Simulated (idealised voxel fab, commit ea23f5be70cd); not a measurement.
Process module in this document: voxel self aligned vias
Cross-section cut: width 160 nm, square cells of 5 nm.
How to read a cross-section here: the picture is a grid of square cells, written as bands going from the top down, and any band can span one or more rows of cells.
First you get the band's top height and its bottom height, in nm, and then the materials it's made of, left to right, with each width in nm. If you see a single material with "throughout", that one covers the band edge to edge. "air" is empty space.
Height reference: 0 = level under which incoming wafer is all one material. Lowest band: no bottom, runs on downward, e.g. "0 -> down".
Quick explanation for "30->40": the width changes in equal steps down the rows of cells, from the first number in the band's top row to the second number in its bottom row.
"remained the same", as given for a step, is the statement that not any cell of the cross-section underwent a change during that step.
The entry titled "Closed-off voids" provides the empty spaces that have no open way to the top, restricted to those of 8 cells or more. Each is presented as width x height at distance, the distance being measured from the left edge, with all three in nm.
On each step's line, the part that comes after the settings is the simulator's own comment on the step.
overlay nm: mask offset rightward from planned place, masked step; negative means leftward offset.
[The steps planned for the process are as follows]
- 1: op RECEIVE | material Si
- 2: op CONFORMAL_DEP | material SiO2 | thk nm 10
- 3: op CONFORMAL_DEP | material SiCN | thk nm 5
- 4: op DIRECTIONAL_DEP | material SiO2 | thk nm 25
- 5: op PATTERN | tone open | mask id LINES | material resist | width nm 30 | pitch nm 70 | thk nm 20 | overlay nm 0
- 6: op DIRECTIONAL_ETCH | etch materials SiO2 | depth nm 25
- 7: op STRIP | etch materials resist
- 8: op CONFORMAL_DEP | material TiN | thk nm 5
- 9: op FILL_DEP | material W | thk nm 10
- 10: op CMP | height nm 40
- 11: op SELECTIVE_ETCH | etch materials W Ru TiN | depth nm 10
- 12: op FILL_DEP | material SiN | thk nm 5
- 13: op CMP | height nm 40
- 14: op DIRECTIONAL_DEP | material SiO2 | thk nm 15
- 15: op DIRECTIONAL_DEP | material aC | thk nm 10
- 16: op PATTERN | tone open | mask id VIAS | material resist | width nm 40 | thk nm 30 | overlay nm 0
- 17: op DIRECTIONAL_ETCH | etch materials aC | depth nm 10
- 18: op STRIP | etch materials resist
- 19: op DIRECTIONAL_ETCH | etch materials SiO2 | depth nm 15
- 20: op DIRECTIONAL_ETCH | etch materials SiN | depth nm 10
- 21: op STRIP | etch materials aC
- 22: op CONFORMAL_DEP | material TiN | thk nm 5
- 23: op FILL_DEP | material Cu | thk nm 10
- 24: op CMP | height nm 55
- 25: op CONFORMAL_DEP | material SiCN | thk nm 5
[Cross-section, incoming material, after step 1]
  0 -> down  Si throughout
  Closed-off voids: none
[First of two wafers: cross-section at end of module, run per plan]
  60 -> 55  SiCN throughout
  55 -> 45  SiO2 25 nm; TiN 5 nm; Cu 30 nm; TiN 5 nm; SiO2 95 nm
  45 -> 40  SiO2 25 nm; TiN 10 nm; Cu 20 nm; TiN 10 nm; SiO2 95 nm
  40 -> 35  SiO2 30 nm; TiN 5 nm; Cu 20 nm; TiN 5 nm; SiO2 40 nm; SiN 30 nm; SiO2 30 nm
  35 -> 30  SiO2 30 nm; TiN 30 nm; SiO2 40 nm; SiN 30 nm; SiO2 30 nm
  30 -> 20  SiO2 30 nm; TiN 5 nm; W 20 nm; TiN 5 nm; SiO2 40 nm; TiN 5 nm; W 20 nm; TiN 5 nm; SiO2 30 nm
  20 -> 15  SiO2 30 nm; TiN 30 nm; SiO2 40 nm; TiN 30 nm; SiO2 30 nm
  15 -> 10  SiCN throughout
  10 -> 0  SiO2 throughout
  0 -> down  Si throughout
  Closed-off voids: none
[Second wafer of the two, sectioned at the end of the module. It began like the first and followed the same plan, but one mistake was made while running it]
  60 -> 55  SiCN throughout
  55 -> 45  SiO2 30 nm; TiN 5 nm; Cu 25 nm; TiN 5 nm; SiO2 95 nm
  45 -> 40  SiO2 30 nm; TiN 5 nm; Cu 20 nm; TiN 10 nm; SiO2 95 nm
  40 -> 35  SiO2 30 nm; TiN 5 nm; Cu 20 nm; TiN 5 nm; SiO2 40 nm; SiN 30 nm; SiO2 30 nm
  35 -> 30  SiO2 30 nm; TiN 30 nm; SiO2 40 nm; SiN 30 nm; SiO2 30 nm
  30 -> 20  SiO2 30 nm; TiN 5 nm; W 20 nm; TiN 5 nm; SiO2 40 nm; TiN 5 nm; W 20 nm; TiN 5 nm; SiO2 30 nm
  20 -> 15  SiO2 30 nm; TiN 30 nm; SiO2 40 nm; TiN 30 nm; SiO2 30 nm
  15 -> 10  SiCN throughout
  10 -> 0  SiO2 throughout
  0 -> down  Si throughout
  Closed-off voids: none
Diagnosis: step 16 was not run as planned; what actually ran was op PATTERN | tone open | mask id VIAS | material resist | width nm 35 | thk nm 30 | overlay nm 0
Final difference in cells, second wafer against first, listed per material as more or fewer: Cu: 2 fewer; SiO2: 3 more; TiN: 1 fewer
